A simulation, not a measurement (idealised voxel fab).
process module | voxel self aligned vias
cross-section cut | 215 nm wide | cells 5 nm
A cross-section is a grid of square cells, given in bands from the top down. A band is one or more rows of cells.
Each band's line starts with the height of the band's top and of its bottom, in nm. Then come its materials from left to right, each with its width in nm. One material with "throughout" fills the band from edge to edge. "air" is empty space.
Height 0 is the level under which the wafer as received is all one material. The lowest band goes on downwards, as in "0 down".
A width such as "30 to 40" changes by the same amount from each row of cells to the next, from the band's top row to its bottom row.
"no change" after a step means that no cell of the cross-section changed.
closed voids: empty space of 8 cells or more with no open way to the top, each as width x height at its distance from the left edge, in nm
after a step's settings: what the simulator itself notes on the step
overlay nm, on a step with a mask: how far to the right of its planned place the mask lay; to the left if negative
plan
1 op RECEIVE | material Si
2 op CONFORMAL_DEP | material SiO2 | thk nm 15
3 op CONFORMAL_DEP | material SiCN | thk nm 5
4 op DIRECTIONAL_DEP | material lowk | thk nm 30
5 op PATTERN | tone open | mask id LINES | material resist | width nm 30 | pitch nm 70 | thk nm 15 | overlay nm 0
6 op DIRECTIONAL_ETCH | etch materials lowk | depth nm 30
7 op STRIP | etch materials resist
8 op CONFORMAL_DEP | material TiN | thk nm 5
9 op FILL_DEP | material W | thk nm 10
10 op CMP | height nm 50
11 op SELECTIVE_ETCH | etch materials W Ru TiN | depth nm 5
12 op FILL_DEP | material SiN | thk nm 5
13 op CMP | height nm 50
14 op DIRECTIONAL_DEP | material lowk | thk nm 15
15 op MASKED_ETCH | tone open | mask id VIAS | width nm 50 | pitch nm 70 | etch materials lowk | depth nm 15 | overlay nm 0
16 op MASKED_ETCH | tone open | mask id VIAS | width nm 50 | pitch nm 70 | etch materials SiN | depth nm 5 | overlay nm 0
17 op CONFORMAL_DEP | material TiN | thk nm 5
18 op FILL_DEP | material W | thk nm 5
19 op CMP | height nm 65
20 op CONFORMAL_DEP | material SiCN | thk nm 5
first wafer, as planned
as received, after step 1
  0 down: Si throughout
  closed voids: none
after step 2
  15 to 0: SiO2 throughout
  below 0: unchanged
after step 3
  20 to 15: SiCN throughout
  below 15: unchanged
after step 4
  50 to 20: lowk throughout
  below 20: unchanged
after step 5
  65 to 50: resist 55 | air 30 | resist 40 | air 30 | resist 60
  below 50: unchanged
after step 6
  65 to 50: resist 55 | air 30 | resist 40 | air 30 | resist 60
  50 to 20: lowk 55 | air 30 | lowk 40 | air 30 | lowk 60
  below 20: unchanged
after step 7
  50 to 20: lowk 55 | air 30 | lowk 40 | air 30 | lowk 60
  below 20: unchanged
after step 8
  55 to 50: TiN 60 | air 20 | TiN 50 | air 20 | TiN 65
  50 to 25: lowk 55 | TiN 5 | air 20 | TiN 5 | lowk 40 | TiN 5 | air 20 | TiN 5 | lowk 60
  25 to 20: lowk 55 | TiN 30 | lowk 40 | TiN 30 | lowk 60
  below 20: unchanged
after step 9
  65 to 55: W throughout
  55 to 50: TiN 60 | W 20 | TiN 50 | W 20 | TiN 65
  50 to 25: lowk 55 | TiN 5 | W 20 | TiN 5 | lowk 40 | TiN 5 | W 20 | TiN 5 | lowk 60
  below 25: unchanged
after step 10
  50 to 25: lowk 55 | TiN 5 | W 20 | TiN 5 | lowk 40 | TiN 5 | W 20 | TiN 5 | lowk 60
  below 25: unchanged
after step 11
  50 to 45: lowk 55 | air 30 | lowk 40 | air 30 | lowk 60
  below 45: unchanged
after step 12
  55 to 50: SiN throughout
  50 to 45: lowk 55 | SiN 30 | lowk 40 | SiN 30 | lowk 60
  below 45: unchanged
after step 13
  50 to 45: lowk 55 | SiN 30 | lowk 40 | SiN 30 | lowk 60
  below 45: unchanged
after step 14
  65 to 50: lowk throughout
  below 50: unchanged
after step 15
  65 to 50: lowk 45 | air 50 | lowk 20 | air 50 | lowk 50
  below 50: unchanged
after step 16
  65 to 50: lowk 45 | air 50 | lowk 20 | air 50 | lowk 50
  50 to 45: lowk 55 | air 30 | lowk 40 | air 30 | lowk 60
  below 45: unchanged
after step 17
  70 to 65: TiN 50 | air 40 | TiN 30 | air 40 | TiN 55
  65 to 55: lowk 45 | TiN 5 | air 40 | TiN 5 | lowk 20 | TiN 5 | air 40 | TiN 5 | lowk 50
  55 to 50: lowk 45 | TiN 15 | air 20 | TiN 15 | lowk 20 | TiN 15 | air 20 | TiN 15 | lowk 50
  50 to 45: lowk 55 | TiN 30 | lowk 40 | TiN 30 | lowk 60
  below 45: unchanged
after step 18
  75 to 70: W throughout
  70 to 65: TiN 50 | W 40 | TiN 30 | W 40 | TiN 55
  65 to 55: lowk 45 | TiN 5 | W 40 | TiN 5 | lowk 20 | TiN 5 | W 40 | TiN 5 | lowk 50
  55 to 50: lowk 45 | TiN 15 | W 20 | TiN 15 | lowk 20 | TiN 15 | W 20 | TiN 15 | lowk 50
  below 50: unchanged
after step 19
  65 to 55: lowk 45 | TiN 5 | W 40 | TiN 5 | lowk 20 | TiN 5 | W 40 | TiN 5 | lowk 50
  below 55: unchanged
after step 20
  70 to 65: SiCN throughout
  below 65: unchanged
second wafer: like start, like plan, one mistake. Through step 1 it matches the first wafer
when step 2 should have ended
  30 to 0: SiO2 throughout
  below 0: unchanged
when step 3 should have ended
  35 to 30: SiCN throughout
  below 30: unchanged
when step 4 should have ended
  65 to 35: lowk throughout
  below 35: unchanged
when step 5 should have ended
  80 to 65: resist 55 | air 30 | resist 40 | air 30 | resist 60
  below 65: unchanged
when step 6 should have ended
  80 to 65: resist 55 | air 30 | resist 40 | air 30 | resist 60
  65 to 35: lowk 55 | air 30 | lowk 40 | air 30 | lowk 60
  below 35: unchanged
when step 7 should have ended
  65 to 35: lowk 55 | air 30 | lowk 40 | air 30 | lowk 60
  below 35: unchanged
when step 8 should have ended
  70 to 65: TiN 60 | air 20 | TiN 50 | air 20 | TiN 65
  65 to 40: lowk 55 | TiN 5 | air 20 | TiN 5 | lowk 40 | TiN 5 | air 20 | TiN 5 | lowk 60
  40 to 35: lowk 55 | TiN 30 | lowk 40 | TiN 30 | lowk 60
  below 35: unchanged
when step 9 should have ended
  80 to 70: W throughout
  70 to 65: TiN 60 | W 20 | TiN 50 | W 20 | TiN 65
  65 to 40: lowk 55 | TiN 5 | W 20 | TiN 5 | lowk 40 | TiN 5 | W 20 | TiN 5 | lowk 60
  below 40: unchanged
when step 10 should have ended
  50 to 40: lowk 55 | TiN 5 | W 20 | TiN 5 | lowk 40 | TiN 5 | W 20 | TiN 5 | lowk 60
  below 40: unchanged
when step 11 should have ended
  50 to 45: lowk 55 | air 30 | lowk 40 | air 30 | lowk 60
  below 45: unchanged
when step 12 should have ended
  55 to 50: SiN throughout
  50 to 45: lowk 55 | SiN 30 | lowk 40 | SiN 30 | lowk 60
  below 45: unchanged
when step 13 should have ended
  50 to 45: lowk 55 | SiN 30 | lowk 40 | SiN 30 | lowk 60
  below 45: unchanged
when step 14 should have ended
  65 to 50: lowk throughout
  below 50: unchanged
when step 15 should have ended
  65 to 50: lowk 45 | air 50 | lowk 20 | air 50 | lowk 50
  below 50: unchanged
when step 16 should have ended
  65 to 50: lowk 45 | air 50 | lowk 20 | air 50 | lowk 50
  50 to 45: lowk 55 | air 30 | lowk 40 | air 30 | lowk 60
  below 45: unchanged
when step 17 should have ended
  70 to 65: TiN 50 | air 40 | TiN 30 | air 40 | TiN 55
  65 to 55: lowk 45 | TiN 5 | air 40 | TiN 5 | lowk 20 | TiN 5 | air 40 | TiN 5 | lowk 50
  55 to 50: lowk 45 | TiN 15 | air 20 | TiN 15 | lowk 20 | TiN 15 | air 20 | TiN 15 | lowk 50
  50 to 45: lowk 55 | TiN 30 | lowk 40 | TiN 30 | lowk 60
  below 45: unchanged
when step 18 should have ended
  75 to 70: W throughout
  70 to 65: TiN 50 | W 40 | TiN 30 | W 40 | TiN 55
  65 to 55: lowk 45 | TiN 5 | W 40 | TiN 5 | lowk 20 | TiN 5 | W 40 | TiN 5 | lowk 50
  55 to 50: lowk 45 | TiN 15 | W 20 | TiN 15 | lowk 20 | TiN 15 | W 20 | TiN 15 | lowk 50
  below 50: unchanged
when step 19 should have ended
  65 to 55: lowk 45 | TiN 5 | W 40 | TiN 5 | lowk 20 | TiN 5 | W 40 | TiN 5 | lowk 50
  below 55: unchanged
when step 20 should have ended
  70 to 65: SiCN throughout
  below 65: unchanged
what went wrong: step 2 was run twice
at the end the second wafer has, in cells: 129 more of SiO2 | 12 fewer of TiN | 24 fewer of W | 93 fewer of lowk
